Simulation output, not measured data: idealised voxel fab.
This is a process module. Its name is voxel gate over fins.
We display cut, a cross-section 170 nm in width whose square cells are each 5 nm.
Cross-section format: a grid of square cells, given as bands from top to bottom; each band is one or more rows of cells.
The entry gives the band's vertical extent as a top height and a bottom height in nm, then its horizontal make-up as materials from left to right, each with a width in nm. "air" stands for empty space; a single material marked "edge to edge" fills the band edge to edge.
It should be noted that heights are counted from 0, beneath which the wafer as supplied is of one material throughout, and that the lowest band possesses no lower boundary but continues downward, as written in "0..down".
Width spec "30..40" -> top row of cells at first value, bottom row at second value, equal per-row change in between.
The cross-section has no changed cell in any step marked "nothing different".
For the entry "Trapped void list", the listed items are empty spaces with no open way to the top whose size is 8 cells or more; each item follows the pattern width x height at distance, where distance is from the left edge and all three are in nm.
Formally, on a step line, whatever follows the settings is a remark that the simulator itself makes on the step.
"overlay nm" denotes, for a step that has a mask, the displacement of the mask to the right of its planned place, with negative values corresponding to the left.

These are the steps we planned for the process:
1: RECEIVE [material Si]
2: CONFORMAL_DEP [material SiN] [thk nm 10]
3: DIRECTIONAL_DEP [material aC] [thk nm 15]
4: PATTERN [tone cover] [mask id FINS] [material resist] [width nm 15] [pitch nm 45] [thk nm 30] [overlay nm 0]
5: DIRECTIONAL_ETCH [etch materials aC] [depth nm 15]
6: STRIP [etch materials resist]
7: DIRECTIONAL_ETCH [etch materials SiN] [depth nm 10]
8: DIRECTIONAL_ETCH [etch materials Si] [depth nm 40]
9: STRIP [etch materials aC]
10: FILL_DEP [material SiO2] [thk nm 10]
11: CMP [height nm 10]
12: SELECTIVE_ETCH [etch materials SiO2] [depth nm 25]
13: STRIP [etch materials SiN]
14: CONFORMAL_DEP [material HfO2] [thk nm 5]
15: CONFORMAL_DEP [material TiN] [thk nm 5]
16: CONFORMAL_DEP [material TiAl] [thk nm 5]
17: CONFORMAL_DEP [material TiN] [thk nm 5]
18: FILL_DEP [material W] [thk nm 15]
19: CMP [height nm 30]
20: CONFORMAL_DEP [material SiCN] [thk nm 10]

Cross-section: wafer on arrival = after step 1:
- 0..down: Si edge to edge
- Trapped void list: none

The module was run from the start shown above using the plan shown above, but one mistake was made doing it; the resulting wafer cross-section is below:
- 40..30: SiCN edge to edge
- 30..20: W edge to edge
- 20..15: W (30); TiN (110); W (30)
- 15..10: W (30); TiN (5); TiAl (100); TiN (5); W (30)
- 10..5: W (30); TiN (5); TiAl (5); TiN (90); TiAl (5); TiN (5); W (30)
- 5..0: TiN (35); TiAl (5); TiN (5); HfO2 (35); TiN (10); HfO2 (35); TiN (5); TiAl (5); TiN (35)
- 0..-5: TiAl (40); TiN (5); HfO2 (5); Si (25); HfO2 (5); TiN (10); HfO2 (5); Si (25); HfO2 (5); TiN (5); TiAl (40)
- -5..-10: TiN (45); HfO2 (5); Si (25); HfO2 (5); TiN (10); HfO2 (5); Si (25); HfO2 (5); TiN (45)
- -10..-15: HfO2 (50); Si (25); HfO2 (20); Si (25); HfO2 (50)
- -15..-40: SiO2 (50); Si (25); SiO2 (20); Si (25); SiO2 (50)
- -40..down: Si edge to edge
- Trapped void list: none
Error vs. plan: step 4 ran with different settings than intended, the actual operation and settings being PATTERN [tone cover] [mask id FINS] [material resist] [width nm 25] [pitch nm 45] [thk nm 30] [overlay nm 0]
